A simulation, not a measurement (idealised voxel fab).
You're looking at the process module voxel air gaps.
The figure presents cross-section cut, which has a width of 260 nm and is divided into square cells with an edge length of 5 nm.
When this document writes out a cross-section, it uses a grid of square cells and lists it as bands, beginning at the top and moving down, with a band standing for one or more rows of cells.
Band: top and bottom heights (nm) first, top before bottom; then materials from left to right, widths in nm. "full width" marks a sole material filling the band edge to edge. "air" denotes empty space.
Convention: height 0 is the level below which the wafer, as received, is all one material. The lowest band does not terminate at the bottom but continues downward, represented as "z 0 and below".
Width spec "30->40" -> top row of cells at first value, bottom row at second value, equal per-row change in between.
"no alteration" for a step: no cell of the cross-section changed in that step.
Enclosed voids (no open way to top), threshold 8 cells or more, entry "Fully enclosed voids", notation width x height at distance, distance from left edge, nm.
Step line, after settings: the simulator's comment on this step.
For masked steps, "overlay nm" on the step line gives how far right of plan the mask actually lay; a minus sign means it lay to the left.
Note: before/after cross-section pairs follow, one process step per pair, after-side truncated at the lowest changed band, step and settings given beneath. Different runs of this module on the same starting wafer may supply the pairs; a pair continues the one above only where the "State on entry" entry says so.

**State on entry**
> z 0 and below | Si full width
> Fully enclosed voids: none

**As Processed**
> z 15 to 0 | SiO2 full width
> Below a height of 0, the structure has not been altered.
> Fully enclosed voids: none
It is this step that lies between the two cross-sections above: CONFORMAL_DEP,material SiO2,thk nm 15

State on entry: nothing new to draw here, it's the after view of the pair just above.

**As Processed**
> z 20 to 15 | SiCN full width
> Below a height of 15, the structure has not been altered.
> Fully enclosed voids: none
It is this step that lies between the two cross-sections above: CONFORMAL_DEP,material SiCN,thk nm 5

State on entry: nothing new to draw here, it's the after view of the pair just above.

**As Processed**
> z 55 to 20 | lowk full width
> Below a height of 20, the structure has not been altered.
> Fully enclosed voids: none
It is this step that lies between the two cross-sections above: DIRECTIONAL_DEP,material lowk,thk nm 35

State on entry: nothing new to draw here, it's the after view of the pair just above.

**As Processed**
> z 70 to 55 | aC full width
> Below a height of 55, the structure has not been altered.
> Fully enclosed voids: none
It is this step that lies between the two cross-sections above: DIRECTIONAL_DEP,material aC,thk nm 15

State on entry: nothing new to draw here, it's the after view of the pair just above.

**As Processed**
> z 105 to 70 | resist (40) | air (25) | resist (25) | air (25) | resist (25) | air (25) | resist (25) | air (25) | resist (45)
> Below a height of 70, the structure has not been altered.
> Fully enclosed voids: none
It is this step that lies between the two cross-sections above: PATTERN,tone open,mask id LINES,material resist,width nm 25,pitch nm 50,thk nm 35,overlay nm 0

State on entry: nothing new to draw here, it's the after view of the pair just above.

**As Processed**
> z 90 to 70 | resist (40) | air (25) | resist (25) | air (25) | resist (25) | air (25) | resist (25) | air (25) | resist (45)
> z 70 to 55 | aC (40) | air (25) | aC (25) | air (25) | aC (25) | air (25) | aC (25) | air (25) | aC (45)
> Below a height of 55, the structure has not been altered.
> Fully enclosed voids: none
It is this step that lies between the two cross-sections above: DIRECTIONAL_ETCH,etch materials aC,depth nm 15

State on entry: nothing new to draw here, it's the after view of the pair just above.

**As Processed**
> z 70 to 55 | aC (40) | air (25) | aC (25) | air (25) | aC (25) | air (25) | aC (25) | air (25) | aC (45)
> Below a height of 55, the structure has not been altered.
> Fully enclosed voids: none
It is this step that lies between the two cross-sections above: STRIP,etch materials resist

State on entry: nothing new to draw here, it's the after view of the pair just above.

**As Processed**
> z 70 to 55 | aC (40) | air (25) | aC (25) | air (25) | aC (25) | air (25) | aC (25) | air (25) | aC (45)
> z 55 to 20 | lowk (40) | air (25) | lowk (25) | air (25) | lowk (25) | air (25) | lowk (25) | air (25) | lowk (45)
> Below a height of 20, the structure has not been altered.
> Fully enclosed voids: none
It is this step that lies between the two cross-sections above: DIRECTIONAL_ETCH,etch materials lowk,depth nm 35

State on entry: nothing new to draw here, it's the after view of the pair just above.

**As Processed**
> z 55 to 20 | lowk (40) | air (25) | lowk (25) | air (25) | lowk (25) | air (25) | lowk (25) | air (25) | lowk (45)
> Below a height of 20, the structure has not been altered.
> Fully enclosed voids: none
It is this step that lies between the two cross-sections above: STRIP,etch materials aC

State on entry: nothing new to draw here, it's the after view of the pair just above.

**As Processed**
> z 60 to 55 | TiN (45) | air (15) | TiN (35) | air (15) | TiN (35) | air (15) | TiN (35) | air (15) | TiN (50)
> z 55 to 25 | lowk (40) | TiN (5) | air (15) | TiN (5) | lowk (25) | TiN (5) | air (15) | TiN (5) | lowk (25) | TiN (5) | air (15) | TiN (5) | lowk (25) | TiN (5) | air (15) | TiN (5) | lowk (45)
> z 25 to 20 | lowk (40) | TiN (25) | lowk (25) | TiN (25) | lowk (25) | TiN (25) | lowk (25) | TiN (25) | lowk (45)
> Below a height of 20, the structure has not been altered.
> Fully enclosed voids: none
It is this step that lies between the two cross-sections above: CONFORMAL_DEP,material TiN,thk nm 5

State on entry: nothing new to draw here, it's the after view of the pair just above.

**As Processed**
> z 65 to 60 | Cu full width
> z 60 to 55 | TiN (45) | Cu (15) | TiN (35) | Cu (15) | TiN (35) | Cu (15) | TiN (35) | Cu (15) | TiN (50)
> z 55 to 25 | lowk (40) | TiN (5) | Cu (15) | TiN (5) | lowk (25) | TiN (5) | Cu (15) | TiN (5) | lowk (25) | TiN (5) | Cu (15) | TiN (5) | lowk (25) | TiN (5) | Cu (15) | TiN (5) | lowk (45)
> Below a height of 25, the structure has not been altered.
> Fully enclosed voids: none
It is this step that lies between the two cross-sections above: FILL_DEP,material Cu,thk nm 5

State on entry: nothing new to draw here, it's the after view of the pair just above.

**As Processed**
> z 55 to 25 | lowk (40) | TiN (5) | Cu (15) | TiN (5) | lowk (25) | TiN (5) | Cu (15) | TiN (5) | lowk (25) | TiN (5) | Cu (15) | TiN (5) | lowk (25) | TiN (5) | Cu (15) | TiN (5) | lowk (45)
> Below a height of 25, the structure has not been altered.
> Fully enclosed voids: none
It is this step that lies between the two cross-sections above: CMP,height nm 55

State on entry: nothing new to draw here, it's the after view of the pair just above.

**As Processed**
> z 65 to 55 | air (30) | Ru (45) | air (5) | Ru (45) | air (5) | Ru (45) | air (5) | Ru (45) | air (35)
> Below a height of 55, the structure has not been altered.
> Fully enclosed voids: none
It is this step that lies between the two cross-sections above: EPI,material Ru,thk nm 10

State on entry: nothing new to draw here, it's the after view of the pair just above.

**As Processed**
> z 65 to 55 | air (30) | Ru (45) | air (5) | Ru (45) | air (5) | Ru (45) | air (5) | Ru (45) | air (35)
> z 55 to 25 | air (40) | TiN (5) | Cu (15) | TiN (5) | air (25) | TiN (5) | Cu (15) | TiN (5) | air (25) | TiN (5) | Cu (15) | TiN (5) | air (25) | TiN (5) | Cu (15) | TiN (5) | air (45)
> z 25 to 20 | air (40) | TiN (25) | air (25) | TiN (25) | air (25) | TiN (25) | air (25) | TiN (25) | air (45)
> Below a height of 20, the structure has not been altered.
> Fully enclosed voids: none
It is this step that lies between the two cross-sections above: SELECTIVE_ETCH,etch materials lowk,depth nm 45

State on entry: nothing new to draw here, it's the after view of the pair just above.

**As Processed**
> z 70 to 65 | air (25) | SiCN (205) | air (30)
> z 65 to 55 | air (25) | SiCN (5) | Ru (45) | SiCN (5) | Ru (45) | SiCN (5) | Ru (45) | SiCN (5) | Ru (45) | SiCN (5) | air (30)
> z 55 to 50 | air (25) | SiCN (15) | TiN (5) | Cu (15) | TiN (5) | SiCN (25) | TiN (5) | Cu (15) | TiN (5) | SiCN (25) | TiN (5) | Cu (15) | TiN (5) | SiCN (25) | TiN (5) | Cu (15) | TiN (5) | SiCN (15) | air (30)
> z 50 to 25 | air (35) | SiCN (5) | TiN (5) | Cu (15) | TiN (5) | SiCN (5) | air (15) | SiCN (5) | TiN (5) | Cu (15) | TiN (5) | SiCN (5) | air (15) | SiCN (5) | TiN (5) | Cu (15) | TiN (5) | SiCN (5) | air (15) | SiCN (5) | TiN (5) | Cu (15) | TiN (5) | SiCN (5) | air (40)
> z 25 to 20 | SiCN (40) | TiN (25) | SiCN (25) | TiN (25) | SiCN (25) | TiN (25) | SiCN (25) | TiN (25) | SiCN (45)
> Below a height of 20, the structure has not been altered.
> Fully enclosed voids: 15 x 25 at 70; 15 x 25 at 120; 15 x 25 at 170
It is this step that lies between the two cross-sections above: CONFORMAL_DEP,material SiCN,thk nm 5

**State on entry**
> z 15 to 0 | SiO2 full width
> z 0 and below | Si full width
> Fully enclosed voids: none

**As Processed**
> z 50 to 15 | lowk full width
> Below a height of 15, the structure has not been altered.
> Fully enclosed voids: none
It is this step that lies between the two cross-sections above: DIRECTIONAL_DEP,material lowk,thk nm 35

State on entry: nothing new to draw here, it's the after view of the pair just above.

**As Processed**
> z 65 to 50 | aC full width
> Below a height of 50, the structure has not been altered.
> Fully enclosed voids: none
It is this step that lies between the two cross-sections above: DIRECTIONAL_DEP,material aC,thk nm 15

State on entry: nothing new to draw here, it's the after view of the pair just above.

**As Processed**
> z 100 to 65 | resist (40) | air (25) | resist (25) | air (25) | resist (25) | air (25) | resist (25) | air (25) | resist (45)
> Below a height of 65, the structure has not been altered.
> Fully enclosed voids: none
It is this step that lies between the two cross-sections above: PATTERN,tone open,mask id LINES,material resist,width nm 25,pitch nm 50,thk nm 35,overlay nm 0

State on entry: nothing new to draw here, it's the after view of the pair just above.

**As Processed**
> z 85 to 65 | resist (40) | air (25) | resist (25) | air (25) | resist (25) | air (25) | resist (25) | air (25) | resist (45)
> z 65 to 50 | aC (40) | air (25) | aC (25) | air (25) | aC (25) | air (25) | aC (25) | air (25) | aC (45)
> Below a height of 50, the structure has not been altered.
> Fully enclosed voids: none
It is this step that lies between the two cross-sections above: DIRECTIONAL_ETCH,etch materials aC,depth nm 15

State on entry: nothing new to draw here, it's the after view of the pair just above.

**As Processed**
> z 65 to 50 | aC (40) | air (25) | aC (25) | air (25) | aC (25) | air (25) | aC (25) | air (25) | aC (45)
> Below a height of 50, the structure has not been altered.
> Fully enclosed voids: none
It is this step that lies between the two cross-sections above: STRIP,etch materials resist

State on entry: nothing new to draw here, it's the after view of the pair just above.

**As Processed**
> z 65 to 50 | aC (40) | air (25) | aC (25) | air (25) | aC (25) | air (25) | aC (25) | air (25) | aC (45)
> z 50 to 15 | lowk (40) | air (25) | lowk (25) | air (25) | lowk (25) | air (25) | lowk (25) | air (25) | lowk (45)
> Below a height of 15, the structure has not been altered.
> Fully enclosed voids: none
It is this step that lies between the two cross-sections above: DIRECTIONAL_ETCH,etch materials lowk,depth nm 35

State on entry: nothing new to draw here, it's the after view of the pair just above.

**As Processed**
> z 50 to 15 | lowk (40) | air (25) | lowk (25) | air (25) | lowk (25) | air (25) | lowk (25) | air (25) | lowk (45)
> Below a height of 15, the structure has not been altered.
> Fully enclosed voids: none
It is this step that lies between the two cross-sections above: STRIP,etch materials aC

State on entry: nothing new to draw here, it's the after view of the pair just above.

**As Processed**
> z 55 to 50 | TiN (45) | air (15) | TiN (35) | air (15) | TiN (35) | air (15) | TiN (35) | air (15) | TiN (50)
> z 50 to 20 | lowk (40) | TiN (5) | air (15) | TiN (5) | lowk (25) | TiN (5) | air (15) | TiN (5) | lowk (25) | TiN (5) | air (15) | TiN (5) | lowk (25) | TiN (5) | air (15) | TiN (5) | lowk (45)
> z 20 to 15 | lowk (40) | TiN (25) | lowk (25) | TiN (25) | lowk (25) | TiN (25) | lowk (25) | TiN (25) | lowk (45)
> Below a height of 15, the structure has not been altered.
> Fully enclosed voids: none
It is this step that lies between the two cross-sections above: CONFORMAL_DEP,material TiN,thk nm 5

State on entry: nothing new to draw here, it's the after view of the pair just above.

**As Processed**
> z 60 to 55 | Cu full width
> z 55 to 50 | TiN (45) | Cu (15) | TiN (35) | Cu (15) | TiN (35) | Cu (15) | TiN (35) | Cu (15) | TiN (50)
> z 50 to 20 | lowk (40) | TiN (5) | Cu (15) | TiN (5) | lowk (25) | TiN (5) | Cu (15) | TiN (5) | lowk (25) | TiN (5) | Cu (15) | TiN (5) | lowk (25) | TiN (5) | Cu (15) | TiN (5) | lowk (45)
> Below a height of 20, the structure has not been altered.
> Fully enclosed voids: none
It is this step that lies between the two cross-sections above: FILL_DEP,material Cu,thk nm 5

State on entry: nothing new to draw here, it's the after view of the pair just above.

**As Processed**
> z 55 to 50 | TiN (45) | Cu (15) | TiN (35) | Cu (15) | TiN (35) | Cu (15) | TiN (35) | Cu (15) | TiN (50)
> Below a height of 50, the structure has not been altered.
> Fully enclosed voids: none
It is this step that lies between the two cross-sections above: CMP,height nm 55

State on entry: nothing new to draw here, it's the after view of the pair just above.

**As Processed**
> z 65 to 55 | Ru full width
> Below a height of 55, the structure has not been altered.
> Fully enclosed voids: none
It is this step that lies between the two cross-sections above: EPI,material Ru,thk nm 10

State on entry: nothing new to draw here, it's the after view of the pair just above.

**As Processed**
> z 70 to 65 | SiCN full width
> Below a height of 65, the structure has not been altered.
> Fully enclosed voids: none
It is this step that lies between the two cross-sections above: CONFORMAL_DEP,material SiCN,thk nm 5

**State on entry**
> z 15 to 0 | SiO2 full width
> z 0 and below | Si full width
> Fully enclosed voids: none

**As Processed**
> z 30 to 0 | SiO2 full width
> Below a height of 0, the structure has not been altered.
> Fully enclosed voids: none
It is this step that lies between the two cross-sections above: CONFORMAL_DEP,material SiO2,thk nm 15

State on entry: nothing new to draw here, it's the after view of the pair just above.

**As Processed**
> z 35 to 30 | SiCN full width
> Below a height of 30, the structure has not been altered.
> Fully enclosed voids: none
It is this step that lies between the two cross-sections above: CONFORMAL_DEP,material SiCN,thk nm 5

State on entry: nothing new to draw here, it's the after view of the pair just above.

**As Processed**
> z 70 to 35 | lowk full width
> Below a height of 35, the structure has not been altered.
> Fully enclosed voids: none
It is this step that lies between the two cross-sections above: DIRECTIONAL_DEP,material lowk,thk nm 35

State on entry: nothing new to draw here, it's the after view of the pair just above.

**As Processed**
> z 85 to 70 | aC full width
> Below a height of 70, the structure has not been altered.
> Fully enclosed voids: none
It is this step that lies between the two cross-sections above: DIRECTIONAL_DEP,material aC,thk nm 15

State on entry: nothing new to draw here, it's the after view of the pair just above.

**As Processed**
> z 120 to 85 | resist (40) | air (25) | resist (25) | air (25) | resist (25) | air (25) | resist (25) | air (25) | resist (45)
> Below a height of 85, the structure has not been altered.
> Fully enclosed voids: none
It is this step that lies between the two cross-sections above: PATTERN,tone open,mask id LINES,material resist,width nm 25,pitch nm 50,thk nm 35,overlay nm 0

State on entry: nothing new to draw here, it's the after view of the pair just above.

**As Processed**
> z 105 to 85 | resist (40) | air (25) | resist (25) | air (25) | resist (25) | air (25) | resist (25) | air (25) | resist (45)
> z 85 to 70 | aC (40) | air (25) | aC (25) | air (25) | aC (25) | air (25) | aC (25) | air (25) | aC (45)
> Below a height of 70, the structure has not been altered.
> Fully enclosed voids: none
It is this step that lies between the two cross-sections above: DIRECTIONAL_ETCH,etch materials aC,depth nm 15

State on entry: nothing new to draw here, it's the after view of the pair just above.

**As Processed**
> z 85 to 70 | aC (40) | air (25) | aC (25) | air (25) | aC (25) | air (25) | aC (25) | air (25) | aC (45)
> Below a height of 70, the structure has not been altered.
> Fully enclosed voids: none
It is this step that lies between the two cross-sections above: STRIP,etch materials resist

State on entry: nothing new to draw here, it's the after view of the pair just above.

**As Processed**
> z 85 to 70 | aC (40) | air (25) | aC (25) | air (25) | aC (25) | air (25) | aC (25) | air (25) | aC (45)
> z 70 to 35 | lowk (40) | air (25) | lowk (25) | air (25) | lowk (25) | air (25) | lowk (25) | air (25) | lowk (45)
> Below a height of 35, the structure has not been altered.
> Fully enclosed voids: none
It is this step that lies between the two cross-sections above: DIRECTIONAL_ETCH,etch materials lowk,depth nm 35

State on entry: nothing new to draw here, it's the after view of the pair just above.

**As Processed**
> z 70 to 35 | lowk (40) | air (25) | lowk (25) | air (25) | lowk (25) | air (25) | lowk (25) | air (25) | lowk (45)
> Below a height of 35, the structure has not been altered.
> Fully enclosed voids: none
It is this step that lies between the two cross-sections above: STRIP,etch materials aC

State on entry: nothing new to draw here, it's the after view of the pair just above.

**As Processed**
> z 75 to 70 | TiN (45) | air (15) | TiN (35) | air (15) | TiN (35) | air (15) | TiN (35) | air (15) | TiN (50)
> z 70 to 40 | lowk (40) | TiN (5) | air (15) | TiN (5) | lowk (25) | TiN (5) | air (15) | TiN (5) | lowk (25) | TiN (5) | air (15) | TiN (5) | lowk (25) | TiN (5) | air (15) | TiN (5) | lowk (45)
> z 40 to 35 | lowk (40) | TiN (25) | lowk (25) | TiN (25) | lowk (25) | TiN (25) | lowk (25) | TiN (25) | lowk (45)
> Below a height of 35, the structure has not been altered.
> Fully enclosed voids: none
It is this step that lies between the two cross-sections above: CONFORMAL_DEP,material TiN,thk nm 5

State on entry: nothing new to draw here, it's the after view of the pair just above.

**As Processed**
> z 80 to 75 | Cu full width
> z 75 to 70 | TiN (45) | Cu (15) | TiN (35) | Cu (15) | TiN (35) | Cu (15) | TiN (35) | Cu (15) | TiN (50)
> z 70 to 40 | lowk (40) | TiN (5) | Cu (15) | TiN (5) | lowk (25) | TiN (5) | Cu (15) | TiN (5) | lowk (25) | TiN (5) | Cu (15) | TiN (5) | lowk (25) | TiN (5) | Cu (15) | TiN (5) | lowk (45)
> Below a height of 40, the structure has not been altered.
> Fully enclosed voids: none
It is this step that lies between the two cross-sections above: FILL_DEP,material Cu,thk nm 5

State on entry: nothing new to draw here, it's the after view of the pair just above.

**As Processed**
> z 55 to 40 | lowk (40) | TiN (5) | Cu (15) | TiN (5) | lowk (25) | TiN (5) | Cu (15) | TiN (5) | lowk (25) | TiN (5) | Cu (15) | TiN (5) | lowk (25) | TiN (5) | Cu (15) | TiN (5) | lowk (45)
> Below a height of 40, the structure has not been altered.
> Fully enclosed voids: none
It is this step that lies between the two cross-sections above: CMP,height nm 55

State on entry: nothing new to draw here, it's the after view of the pair just above.

**As Processed**
> z 65 to 55 | air (30) | Ru (45) | air (5) | Ru (45) | air (5) | Ru (45) | air (5) | Ru (45) | air (35)
> Below a height of 55, the structure has not been altered.
> Fully enclosed voids: none
It is this step that lies between the two cross-sections above: EPI,material Ru,thk nm 10

State on entry: nothing new to draw here, it's the after view of the pair just above.

**As Processed**
> z 65 to 55 | air (30) | Ru (45) | air (5) | Ru (45) | air (5) | Ru (45) | air (5) | Ru (45) | air (35)
> z 55 to 40 | air (40) | TiN (5) | Cu (15) | TiN (5) | air (25) | TiN (5) | Cu (15) | TiN (5) | air (25) | TiN (5) | Cu (15) | TiN (5) | air (25) | TiN (5) | Cu (15) | TiN (5) | air (45)
> z 40 to 35 | air (40) | TiN (25) | air (25) | TiN (25) | air (25) | TiN (25) | air (25) | TiN (25) | air (45)
> Below a height of 35, the structure has not been altered.
> Fully enclosed voids: none
It is this step that lies between the two cross-sections above: SELECTIVE_ETCH,etch materials lowk,depth nm 45

State on entry: nothing new to draw here, it's the after view of the pair just above.

**As Processed**
> z 70 to 65 | air (25) | SiCN (205) | air (30)
> z 65 to 55 | air (25) | SiCN (5) | Ru (45) | SiCN (5) | Ru (45) | SiCN (5) | Ru (45) | SiCN (5) | Ru (45) | SiCN (5) | air (30)
> z 55 to 50 | air (25) | SiCN (15) | TiN (5) | Cu (15) | TiN (5) | SiCN (25) | TiN (5) | Cu (15) | TiN (5) | SiCN (25) | TiN (5) | Cu (15) | TiN (5) | SiCN (25) | TiN (5) | Cu (15) | TiN (5) | SiCN (15) | air (30)
> z 50 to 40 | air (35) | SiCN (5) | TiN (5) | Cu (15) | TiN (5) | SiCN (5) | air (15) | SiCN (5) | TiN (5) | Cu (15) | TiN (5) | SiCN (5) | air (15) | SiCN (5) | TiN (5) | Cu (15) | TiN (5) | SiCN (5) | air (15) | SiCN (5) | TiN (5) | Cu (15) | TiN (5) | SiCN (5) | air (40)
> z 40 to 35 | SiCN (40) | TiN (25) | SiCN (25) | TiN (25) | SiCN (25) | TiN (25) | SiCN (25) | TiN (25) | SiCN (45)
> Below a height of 35, the structure has not been altered.
> Fully enclosed voids: none
It is this step that lies between the two cross-sections above: CONFORMAL_DEP,material SiCN,thk nm 5

**State on entry**
> z 50 to 15 | lowk full width
> z 15 to 0 | SiO2 full width
> z 0 and below | Si full width
> Fully enclosed voids: none

**As Processed**
> z 55 to 50 | SiCN full width
> Below a height of 50, the structure has not been altered.
> Fully enclosed voids: none
It is this step that lies between the two cross-sections above: CONFORMAL_DEP,material SiCN,thk nm 5

State on entry: nothing new to draw here, it's the after view of the pair just above.

**As Processed**
> z 70 to 55 | aC full width
> Below a height of 55, the structure has not been altered.
> Fully enclosed voids: none
It is this step that lies between the two cross-sections above: DIRECTIONAL_DEP,material aC,thk nm 15

State on entry: nothing new to draw here, it's the after view of the pair just above.

**As Processed**
> z 105 to 70 | resist (40) | air (25) | resist (25) | air (25) | resist (25) | air (25) | resist (25) | air (25) | resist (45)
> Below a height of 70, the structure has not been altered.
> Fully enclosed voids: none
It is this step that lies between the two cross-sections above: PATTERN,tone open,mask id LINES,material resist,width nm 25,pitch nm 50,thk nm 35,overlay nm 0

State on entry: nothing new to draw here, it's the after view of the pair just above.

**As Processed**
> z 90 to 70 | resist (40) | air (25) | resist (25) | air (25) | resist (25) | air (25) | resist (25) | air (25) | resist (45)
> z 70 to 55 | aC (40) | air (25) | aC (25) | air (25) | aC (25) | air (25) | aC (25) | air (25) | aC (45)
> Below a height of 55, the structure has not been altered.
> Fully enclosed voids: none
It is this step that lies between the two cross-sections above: DIRECTIONAL_ETCH,etch materials aC,depth nm 15

State on entry: nothing new to draw here, it's the after view of the pair just above.

**As Processed**
> z 70 to 55 | aC (40) | air (25) | aC (25) | air (25) | aC (25) | air (25) | aC (25) | air (25) | aC (45)
> Below a height of 55, the structure has not been altered.
> Fully enclosed voids: none
It is this step that lies between the two cross-sections above: STRIP,etch materials resist

State on entry: nothing new to draw here, it's the after view of the pair just above.

**As Processed**
> z 55 to 50 | SiCN full width
> Below a height of 50, the structure has not been altered.
> Fully enclosed voids: none
It is this step that lies between the two cross-sections above: STRIP,etch materials aC

State on entry: nothing new to draw here, it's the after view of the pair just above.

**As Processed**
> z 60 to 55 | TiN full width
> Below a height of 55, the structure has not been altered.
> Fully enclosed voids: none
It is this step that lies between the two cross-sections above: CONFORMAL_DEP,material TiN,thk nm 5

State on entry: nothing new to draw here, it's the after view of the pair just above.

**As Processed**
> z 65 to 60 | Cu full width
> Below a height of 60, the structure has not been altered.
> Fully enclosed voids: none
It is this step that lies between the two cross-sections above: FILL_DEP,material Cu,thk nm 5

State on entry: nothing new to draw here, it's the after view of the pair just above.

**As Processed**
> z 55 to 50 | SiCN full width
> Below a height of 50, the structure has not been altered.
> Fully enclosed voids: none
It is this step that lies between the two cross-sections above: CMP,height nm 55

State on entry: nothing new to draw here, it's the after view of the pair just above.

**As Processed**
> z 60 to 50 | SiCN full width
> Below a height of 50, the structure has not been altered.
> Fully enclosed voids: none
It is this step that lies between the two cross-sections above: CONFORMAL_DEP,material SiCN,thk nm 5

**State on entry**
> z 55 to 25 | lowk (40) | TiN (5) | Cu (15) | TiN (5) | lowk (25) | TiN (5) | Cu (15) | TiN (5) | lowk (25) | TiN (5) | Cu (15) | TiN (5) | lowk (25) | TiN (5) | Cu (15) | TiN (5) | lowk (45)
> z 25 to 20 | lowk (40) | TiN (25) | lowk (25) | TiN (25) | lowk (25) | TiN (25) | lowk (25) | TiN (25) | lowk (45)
> z 20 to 15 | SiCN full width
> z 15 to 0 | SiO2 full width
> z 0 and below | Si full width
> Fully enclosed voids: none

**As Processed**
> z 60 to 55 | air (35) | Ru (35) | air (15) | Ru (35) | air (15) | Ru (35) | air (15) | Ru (35) | air (40)
> Below a height of 55, the structure has not been altered.
> Fully enclosed voids: none
It is this step that lies between the two cross-sections above: EPI,material Ru,thk nm 5

State on entry: nothing new to draw here, it's the after view of the pair just above.

**As Processed**
> z 60 to 55 | air (35) | Ru (35) | air (15) | Ru (35) | air (15) | Ru (35) | air (15) | Ru (35) | air (40)
> z 55 to 25 | air (40) | TiN (5) | Cu (15) | TiN (5) | air (25) | TiN (5) | Cu (15) | TiN (5) | air (25) | TiN (5) | Cu (15) | TiN (5) | air (25) | TiN (5) | Cu (15) | TiN (5) | air (45)
> z 25 to 20 | air (40) | TiN (25) | air (25) | TiN (25) | air (25) | TiN (25) | air (25) | TiN (25) | air (45)
> Below a height of 20, the structure has not been altered.
> Fully enclosed voids: none
It is this step that lies between the two cross-sections above: SELECTIVE_ETCH,etch materials lowk,depth nm 45

State on entry: nothing new to draw here, it's the after view of the pair just above.

**As Processed**
> z 65 to 60 | air (30) | SiCN (45) | air (5) | SiCN (45) | air (5) | SiCN (45) | air (5) | SiCN (45) | air (35)
> z 60 to 55 | air (30) | SiCN (5) | Ru (35) | SiCN (5) | air (5) | SiCN (5) | Ru (35) | SiCN (5) | air (5) | SiCN (5) | Ru (35) | SiCN (5) | air (5) | SiCN (5) | Ru (35) | SiCN (5) | air (35)
> z 55 to 50 | air (30) | SiCN (10) | TiN (5) | Cu (15) | TiN (5) | SiCN (10) | air (5) | SiCN (10) | TiN (5) | Cu (15) | TiN (5) | SiCN (10) | air (5) | SiCN (10) | TiN (5) | Cu (15) | TiN (5) | SiCN (10) | air (5) | SiCN (10) | TiN (5) | Cu (15) | TiN (5) | SiCN (10) | air (35)
> z 50 to 25 | air (35) | SiCN (5) | TiN (5) | Cu (15) | TiN (5) | SiCN (5) | air (15) | SiCN (5) | TiN (5) | Cu (15) | TiN (5) | SiCN (5) | air (15) | SiCN (5) | TiN (5) | Cu (15) | TiN (5) | SiCN (5) | air (15) | SiCN (5) | TiN (5) | Cu (15) | TiN (5) | SiCN (5) | air (40)
> z 25 to 20 | SiCN (40) | TiN (25) | SiCN (25) | TiN (25) | SiCN (25) | TiN (25) | SiCN (25) | TiN (25) | SiCN (45)
> Below a height of 20, the structure has not been altered.
> Fully enclosed voids: none
It is this step that lies between the two cross-sections above: CONFORMAL_DEP,material SiCN,thk nm 5

**State on entry**
> z 70 to 55 | aC full width
> z 55 to 20 | lowk full width
> z 20 to 15 | SiCN full width
> z 15 to 0 | SiO2 full width
> z 0 and below | Si full width
> Fully enclosed voids: none

**As Processed**
> z 105 to 70 | resist (35) | air (35) | resist (15) | air (35) | resist (15) | air (35) | resist (15) | air (35) | resist (40)
> Below a height of 70, the structure has not been altered.
> Fully enclosed voids: none
It is this step that lies between the two cross-sections above: PATTERN,tone open,mask id LINES,material resist,width nm 35,pitch nm 50,thk nm 35,overlay nm 0

State on entry: nothing new to draw here, it's the after view of the pair just above.

**As Processed**
> z 90 to 70 | resist (35) | air (35) | resist (15) | air (35) | resist (15) | air (35) | resist (15) | air (35) | resist (40)
> z 70 to 55 | aC (35) | air (35) | aC (15) | air (35) | aC (15) | air (35) | aC (15) | air (35) | aC (40)
> Below a height of 55, the structure has not been altered.
> Fully enclosed voids: none
It is this step that lies between the two cross-sections above: DIRECTIONAL_ETCH,etch materials aC,depth nm 15

State on entry: nothing new to draw here, it's the after view of the pair just above.

**As Processed**
> z 70 to 55 | aC (35) | air (35) | aC (15) | air (35) | aC (15) | air (35) | aC (15) | air (35) | aC (40)
> Below a height of 55, the structure has not been altered.
> Fully enclosed voids: none
It is this step that lies between the two cross-sections above: STRIP,etch materials resist

State on entry: nothing new to draw here, it's the after view of the pair just above.

**As Processed**
> z 70 to 55 | aC (35) | air (35) | aC (15) | air (35) | aC (15) | air (35) | aC (15) | air (35) | aC (40)
> z 55 to 20 | lowk (35) | air (35) | lowk (15) | air (35) | lowk (15) | air (35) | lowk (15) | air (35) | lowk (40)
> Below a height of 20, the structure has not been altered.
> Fully enclosed voids: none
It is this step that lies between the two cross-sections above: DIRECTIONAL_ETCH,etch materials lowk,depth nm 35

State on entry: nothing new to draw here, it's the after view of the pair just above.

**As Processed**
> z 55 to 20 | lowk (35) | air (35) | lowk (15) | air (35) | lowk (15) | air (35) | lowk (15) | air (35) | lowk (40)
> Below a height of 20, the structure has not been altered.
> Fully enclosed voids: none
It is this step that lies between the two cross-sections above: STRIP,etch materials aC

State on entry: nothing new to draw here, it's the after view of the pair just above.

**As Processed**
> z 60 to 55 | TiN (40) | air (25) | TiN (25) | air (25) | TiN (25) | air (25) | TiN (25) | air (25) | TiN (45)
> z 55 to 25 | lowk (35) | TiN (5) | air (25) | TiN (5) | lowk (15) | TiN (5) | air (25) | TiN (5) | lowk (15) | TiN (5) | air (25) | TiN (5) | lowk (15) | TiN (5) | air (25) | TiN (5) | lowk (40)
> z 25 to 20 | lowk (35) | TiN (35) | lowk (15) | TiN (35) | lowk (15) | TiN (35) | lowk (15) | TiN (35) | lowk (40)
> Below a height of 20, the structure has not been altered.
> Fully enclosed voids: none
It is this step that lies between the two cross-sections above: CONFORMAL_DEP,material TiN,thk nm 5

State on entry: nothing new to draw here, it's the after view of the pair just above.

**As Processed**
> z 65 to 60 | Cu full width
> z 60 to 55 | TiN (40) | Cu (25) | TiN (25) | Cu (25) | TiN (25) | Cu (25) | TiN (25) | Cu (25) | TiN (45)
> z 55 to 25 | lowk (35) | TiN (5) | Cu (25) | TiN (5) | lowk (15) | TiN (5) | Cu (25) | TiN (5) | lowk (15) | TiN (5) | Cu (25) | TiN (5) | lowk (15) | TiN (5) | Cu (25) | TiN (5) | lowk (40)
> Below a height of 25, the structure has not been altered.
> Fully enclosed voids: none
It is this step that lies between the two cross-sections above: FILL_DEP,material Cu,thk nm 5

State on entry: nothing new to draw here, it's the after view of the pair just above.

**As Processed**
> z 55 to 25 | lowk (35) | TiN (5) | Cu (25) | TiN (5) | lowk (15) | TiN (5) | Cu (25) | TiN (5) | lowk (15) | TiN (5) | Cu (25) | TiN (5) | lowk (15) | TiN (5) | Cu (25) | TiN (5) | lowk (40)
> Below a height of 25, the structure has not been altered.
> Fully enclosed voids: none
It is this step that lies between the two cross-sections above: CMP,height nm 55

State on entry: nothing new to draw here, it's the after view of the pair just above.

**As Processed**
> z 65 to 55 | air (25) | Ru (205) | air (30)
> Below a height of 55, the structure has not been altered.
> Fully enclosed voids: none
It is this step that lies between the two cross-sections above: EPI,material Ru,thk nm 10
